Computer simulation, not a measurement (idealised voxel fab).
Herein follows the process module entitled voxel capacitor over wiring.
Square cells of 5 nm make up the cross-section cut, whose width is 300 nm.
Throughout this document, each cross-section is represented as a grid of square cells and is presented as a sequence of bands enumerated from the top downward, where a band comprises one or more rows of cells. Quick guide to a band line: top height, bottom height (nm) up front; then every material left to right with its width in nm. Only one material and it's marked "all across"? Then it fills the band edge to edge. And "empty" just means empty space. A quick word on heights: they are counted from 0, and under that level the wafer as it came to us is one material throughout. The lowest band is different from the rest in having no bottom; it simply continues downward, written as in "0..down". With a width like "30..40", each row of cells in the band differs from the next by the same amount, the top row carrying the first number and the bottom row the second. Where the words "nothing altered" appear for a step, the cross-section shows no cell changed by that step; every cell remained as before. Under "Unvented voids" you'll find the enclosed gaps, the ones with no way out to the top, that are 8 cells or bigger; each reads width x height at distance, with distance counted from the left edge, everything in nm. Step line, after settings: the simulator's comment on this step. Each step line may optionally specify "overlay nm", which for a step with a mask gives the rightward distance between the mask's planned place and where it lay, a negative value indicating the leftward direction.

These are the steps we planned for the process
- 1: RECEIVE | material Si
- 2: CONFORMAL_DEP | material SiO2 | thk nm 15
- 3: DIRECTIONAL_DEP | material TiN | thk nm 5
- 4: DIRECTIONAL_DEP | material Ru | thk nm 15
- 5: DIRECTIONAL_DEP | material aC | thk nm 10
- 6: PATTERN | tone cover | mask id METAL_1 | material resist | width nm 25 | pitch nm 80 | thk nm 25 | overlay nm 0
- 7: DIRECTIONAL_ETCH | etch materials aC | depth nm 10
- 8: STRIP | etch materials resist
- 9: DIRECTIONAL_ETCH | etch materials Ru | depth nm 15
- 10: DIRECTIONAL_ETCH | etch materials TiN | depth nm 5
- 11: STRIP | etch materials aC
- 12: FILL_DEP | material SiO2 | thk nm 10
- 13: CMP | height nm 35
- 14: CONFORMAL_DEP | material SiCN | thk nm 5
- 15: DIRECTIONAL_DEP | material SiO2 | thk nm 20
- 16: MASKED_ETCH | tone open | mask id PLUG_1 | width nm 15 | etch materials SiO2 | depth nm 20 | overlay nm 0
- 17: MASKED_ETCH | tone open | mask id PLUG_1 | width nm 15 | etch materials SiCN | depth nm 5 | overlay nm 0
- 18: CONFORMAL_DEP | material TiN | thk nm 5
- 19: FILL_DEP | material Ru | thk nm 5
- 20: CMP | height nm 60
- 21: DIRECTIONAL_DEP | material TiN | thk nm 10
- 22: DIRECTIONAL_DEP | material Al2O3 | thk nm 5
- 23: DIRECTIONAL_DEP | material TiN | thk nm 5
- 24: MASKED_ETCH | tone cover | mask id UPPER_PLATE | width nm 60 | etch materials TiN | depth nm 5 | overlay nm 0
- 25: MASKED_ETCH | tone cover | mask id UPPER_PLATE | width nm 60 | etch materials Al2O3 | depth nm 5 | overlay nm 0
- 26: MASKED_ETCH | tone cover | mask id LOWER_PLATE | width nm 70 | etch materials TiN | depth nm 10 | overlay nm 0
- 27: FILL_DEP | material SiO2 | thk nm 15
- 28: CMP | height nm 90
- 29: DIRECTIONAL_DEP | material aC | thk nm 15
- 30: PATTERN | tone open | mask id PLUG_2 | material resist | width nm 15 | thk nm 35 | overlay nm 0
- 31: DIRECTIONAL_ETCH | etch materials aC | depth nm 15
- 32: STRIP | etch materials resist
- 33: DIRECTIONAL_ETCH | etch materials SiO2 | depth nm 10
- 34: STRIP | etch materials aC
- 35: CONFORMAL_DEP | material TiN | thk nm 5
- 36: FILL_DEP | material Ru | thk nm 5
- 37: CMP | height nm 90
- 38: CONFORMAL_DEP | material SiN | thk nm 5

So, the first of our two wafers, run just as we planned it

Cross-section: wafer on arrival = after step 1
    0..down: Si all across
    Unvented voids: none

Sectional view: wafer, after step 2
    15..0: SiO2 all across
    Below 0, the layers are the same as they were.

Sectional view: wafer, after step 3
    20..15: TiN all across
    Below 15, the layers are the same as they were.

Sectional view: wafer, after step 4
    35..20: Ru all across
    Below 20, the layers are the same as they were.

Sectional view: wafer, after step 5
    45..35: aC all across
    Below 35, the layers are the same as they were.

Sectional view: wafer, after step 6
    70..45: 95 of empty  25 of resist  55 of empty  25 of resist  100 of empty
    Below 45, the layers are the same as they were.

Sectional view: wafer, after step 7
    60..45: 95 of empty  25 of resist  55 of empty  25 of resist  100 of empty
    45..35: 95 of empty  25 of aC  55 of empty  25 of aC  100 of empty
    Below 35, the layers are the same as they were.

Sectional view: wafer, after step 8
    45..35: 95 of empty  25 of aC  55 of empty  25 of aC  100 of empty
    Below 35, the layers are the same as they were.

Sectional view: wafer, after step 9
    45..35: 95 of empty  25 of aC  55 of empty  25 of aC  100 of empty
    35..20: 95 of empty  25 of Ru  55 of empty  25 of Ru  100 of empty
    Below 20, the layers are the same as they were.

Sectional view: wafer, after step 10
    45..35: 95 of empty  25 of aC  55 of empty  25 of aC  100 of empty
    35..20: 95 of empty  25 of Ru  55 of empty  25 of Ru  100 of empty
    20..15: 95 of empty  25 of TiN  55 of empty  25 of TiN  100 of empty
    Below 15, the layers are the same as they were.

Sectional view: wafer, after step 11
    35..20: 95 of empty  25 of Ru  55 of empty  25 of Ru  100 of empty
    Below 20, the layers are the same as they were.

Sectional view: wafer, after step 12
    45..35: SiO2 all across
    35..20: 95 of SiO2  25 of Ru  55 of SiO2  25 of Ru  100 of SiO2
    20..15: 95 of SiO2  25 of TiN  55 of SiO2  25 of TiN  100 of SiO2
    Below 15, the layers are the same as they were.

Sectional view: wafer, after step 13
    35..20: 95 of SiO2  25 of Ru  55 of SiO2  25 of Ru  100 of SiO2
    Below 20, the layers are the same as they were.

Sectional view: wafer, after step 14
    40..35: SiCN all across
    Below 35, the layers are the same as they were.

Sectional view: wafer, after step 15
    60..40: SiO2 all across
    Below 40, the layers are the same as they were.

Sectional view: wafer, after step 16
    60..40: 105 of SiO2  15 of empty  180 of SiO2
    Below 40, the layers are the same as they were.

Sectional view: wafer, after step 17
    60..40: 105 of SiO2  15 of empty  180 of SiO2
    40..35: 105 of SiCN  15 of empty  180 of SiCN
    Below 35, the layers are the same as they were.

Sectional view: wafer, after step 18
    65..60: 110 of TiN  5 of empty  185 of TiN
    60..40: 105 of SiO2  5 of TiN  5 of empty  5 of TiN  180 of SiO2
    40..35: 105 of SiCN  15 of TiN  180 of SiCN
    Below 35, the layers are the same as they were.

Sectional view: wafer, after step 19
    70..65: Ru all across
    65..60: 110 of TiN  5 of Ru  185 of TiN
    60..40: 105 of SiO2  5 of TiN  5 of Ru  5 of TiN  180 of SiO2
    Below 40, the layers are the same as they were.

Sectional view: wafer, after step 20
    60..40: 105 of SiO2  5 of TiN  5 of Ru  5 of TiN  180 of SiO2
    Below 40, the layers are the same as they were.

Sectional view: wafer, after step 21
    70..60: TiN all across
    Below 60, the layers are the same as they were.

Sectional view: wafer, after step 22
    75..70: Al2O3 all across
    Below 70, the layers are the same as they were.

Sectional view: wafer, after step 23
    80..75: TiN all across
    Below 75, the layers are the same as they were.

Sectional view: wafer, after step 24
    80..75: 105 of empty  60 of TiN  135 of empty
    Below 75, the layers are the same as they were.

Sectional view: wafer, after step 25
    80..75: 105 of empty  60 of TiN  135 of empty
    75..70: 105 of empty  60 of Al2O3  135 of empty
    Below 70, the layers are the same as they were.

Sectional view: wafer, after step 26
    80..75: 105 of empty  60 of TiN  135 of empty
    75..70: 105 of empty  60 of Al2O3  135 of empty
    70..60: 100 of empty  70 of TiN  130 of empty
    Below 60, the layers are the same as they were.

Sectional view: wafer, after step 27
    95..80: SiO2 all across
    80..75: 105 of SiO2  60 of TiN  135 of SiO2
    75..70: 105 of SiO2  60 of Al2O3  135 of SiO2
    70..60: 100 of SiO2  70 of TiN  130 of SiO2
    Below 60, the layers are the same as they were.

Sectional view: wafer, after step 28
    90..80: SiO2 all across
    Below 80, the layers are the same as they were.

Sectional view: wafer, after step 29
    105..90: aC all across
    Below 90, the layers are the same as they were.

Sectional view: wafer, after step 30
    140..105: 115 of resist  15 of empty  170 of resist
    Below 105, the layers are the same as they were.

Sectional view: wafer, after step 31
    125..105: 115 of resist  15 of empty  170 of resist
    105..90: 115 of aC  15 of empty  170 of aC
    Below 90, the layers are the same as they were.

Sectional view: wafer, after step 32
    105..90: 115 of aC  15 of empty  170 of aC
    Below 90, the layers are the same as they were.

Sectional view: wafer, after step 33
    105..90: 115 of aC  15 of empty  170 of aC
    90..80: 115 of SiO2  15 of empty  170 of SiO2
    Below 80, the layers are the same as they were.

Sectional view: wafer, after step 34
    90..80: 115 of SiO2  15 of empty  170 of SiO2
    Below 80, the layers are the same as they were.

Sectional view: wafer, after step 35
    95..90: 120 of TiN  5 of empty  175 of TiN
    90..85: 115 of SiO2  5 of TiN  5 of empty  5 of TiN  170 of SiO2
    85..75: 115..105 of SiO2  15..60 of TiN  170..135 of SiO2
    Below 75, the layers are the same as they were.

Sectional view: wafer, after step 36
    100..95: Ru all across
    95..90: 120 of TiN  5 of Ru  175 of TiN
    90..85: 115 of SiO2  5 of TiN  5 of Ru  5 of TiN  170 of SiO2
    Below 85, the layers are the same as they were.

Sectional view: wafer, after step 37
    90..85: 115 of SiO2  5 of TiN  5 of Ru  5 of TiN  170 of SiO2
    Below 85, the layers are the same as they were.

Sectional view: wafer, after step 38
    95..90: SiN all across
    Below 90, the layers are the same as they were.

Okay, second wafer. Nothing different at the start, nothing different in the plan, just one mistake somewhere in the running. As far as step 21, counting that step, it's the first wafer all over again

Cross-section of the second wafer corresponding to the planned conclusion of step 22
    75..60: TiN all across
    Below 60, the layers are the same as they were.

Cross-section of the second wafer corresponding to the planned conclusion of step 23
    80..75: Al2O3 all across
    Below 75, the layers are the same as they were.

Cross-section of the second wafer corresponding to the planned conclusion of step 24: nothing altered

Cross-section of the second wafer corresponding to the planned conclusion of step 25
    80..75: 105 of empty  60 of Al2O3  135 of empty
    Below 75, the layers are the same as they were.

Cross-section of the second wafer corresponding to the planned conclusion of step 26
    80..75: 105 of empty  60 of Al2O3  135 of empty
    75..65: 100 of empty  70 of TiN  130 of empty
    Below 65, the layers are the same as they were.

Cross-section of the second wafer corresponding to the planned conclusion of step 27
    95..80: SiO2 all across
    80..75: 105 of SiO2  60 of Al2O3  135 of SiO2
    75..65: 100 of SiO2  70 of TiN  130 of SiO2
    Below 65, the layers are the same as they were.

Cross-section of the second wafer corresponding to the planned conclusion of step 28
    90..80: SiO2 all across
    Below 80, the layers are the same as they were.

Cross-section of the second wafer corresponding to the planned conclusion of step 29
    105..90: aC all across
    Below 90, the layers are the same as they were.

Cross-section of the second wafer corresponding to the planned conclusion of step 30
    140..105: 115 of resist  15 of empty  170 of resist
    Below 105, the layers are the same as they were.

Cross-section of the second wafer corresponding to the planned conclusion of step 31
    125..105: 115 of resist  15 of empty  170 of resist
    105..90: 115 of aC  15 of empty  170 of aC
    Below 90, the layers are the same as they were.

Cross-section of the second wafer corresponding to the planned conclusion of step 32
    105..90: 115 of aC  15 of empty  170 of aC
    Below 90, the layers are the same as they were.

Cross-section of the second wafer corresponding to the planned conclusion of step 33
    105..90: 115 of aC  15 of empty  170 of aC
    90..80: 115 of SiO2  15 of empty  170 of SiO2
    Below 80, the layers are the same as they were.

Cross-section of the second wafer corresponding to the planned conclusion of step 34
    90..80: 115 of SiO2  15 of empty  170 of SiO2
    Below 80, the layers are the same as they were.

Cross-section of the second wafer corresponding to the planned conclusion of step 35
    95..90: 120 of TiN  5 of empty  175 of TiN
    90..85: 115 of SiO2  5 of TiN  5 of empty  5 of TiN  170 of SiO2
    85..80: 115 of SiO2  15 of TiN  170 of SiO2
    Below 80, the layers are the same as they were.

Cross-section of the second wafer corresponding to the planned conclusion of step 36
    100..95: Ru all across
    95..90: 120 of TiN  5 of Ru  175 of TiN
    90..85: 115 of SiO2  5 of TiN  5 of Ru  5 of TiN  170 of SiO2
    Below 85, the layers are the same as they were.

Cross-section of the second wafer corresponding to the planned conclusion of step 37
    90..85: 115 of SiO2  5 of TiN  5 of Ru  5 of TiN  170 of SiO2
    Below 85, the layers are the same as they were.

Cross-section of the second wafer corresponding to the planned conclusion of step 38
    95..90: SiN all across
    Below 90, the layers are the same as they were.
Where did the run depart from the plan? steps 22 and 23 run out of order (swapped)
Heads up, by the end the second wafer has more or fewer cells of some materials compared to the first: 48 fewer of SiO2 | 48 more of TiN
